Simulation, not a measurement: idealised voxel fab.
process module | voxel released beams
cross-section cut | 180 nm wide | cells 5 nm
A cross-section is a grid of square cells, given in bands from the top down. A band is one or more rows of cells.
Each band's line starts with the height of the band's top and of its bottom, in nm. Then come its materials from left to right, each with its width in nm. One material with "throughout" fills the band from edge to edge. "air" is empty space.
Height 0 is the level under which the wafer as received is all one material. The lowest band goes on downwards, as in "0 down".
A width such as "30 to 40" changes by the same amount from each row of cells to the next, from the band's top row to its bottom row.
"no change" after a step means that no cell of the cross-section changed.
closed voids: empty space of 8 cells or more with no open way to the top, each as width x height at its distance from the left edge, in nm
after a step's settings: what the simulator itself notes on the step
overlay nm, on a step with a mask: how far to the right of its planned place the mask lay; to the left if negative
plan
1 op RECEIVE | material Si
2 op CONFORMAL_DEP | material Al2O3 | thk nm 5
3 op DIRECTIONAL_DEP | material SiO2 | thk nm 20
4 op PATTERN | tone open | mask id ANCHOR | material resist | width nm 40 | thk nm 20 | overlay nm 0
5 op DIRECTIONAL_ETCH | etch materials SiO2 | depth nm 20
6 op STRIP | etch materials resist
7 op CONFORMAL_DEP | material polySi | thk nm 15
8 op DIRECTIONAL_DEP | material aC | thk nm 10
9 op PATTERN | tone cover | mask id BEAM | material resist | width nm 120 | thk nm 25 | overlay nm 0
10 op DIRECTIONAL_ETCH | etch materials aC | depth nm 10
11 op STRIP | etch materials resist
12 op DIRECTIONAL_ETCH | etch materials polySi | depth nm 15
13 op STRIP | etch materials aC
14 op STRIP | etch materials SiO2
as received, after step 1
  0 down: Si throughout
  closed voids: none
a wafer at the end: this start, this plan, one mistake
  40 to 25: air 25 | polySi 10 | air 10 | polySi 100 | air 35
  25 to 20: air 20 | polySi 15 | air 10 | polySi 15 | air 120
  20 to 5: air 20 | polySi 40 | air 120
  5 to 0: Al2O3 throughout
  0 down: Si throughout
  closed voids: none
what went wrong: step 4 ran as: op PATTERN | tone open | mask id ANCHOR | material resist | width nm 40 | thk nm 20 | overlay nm -10
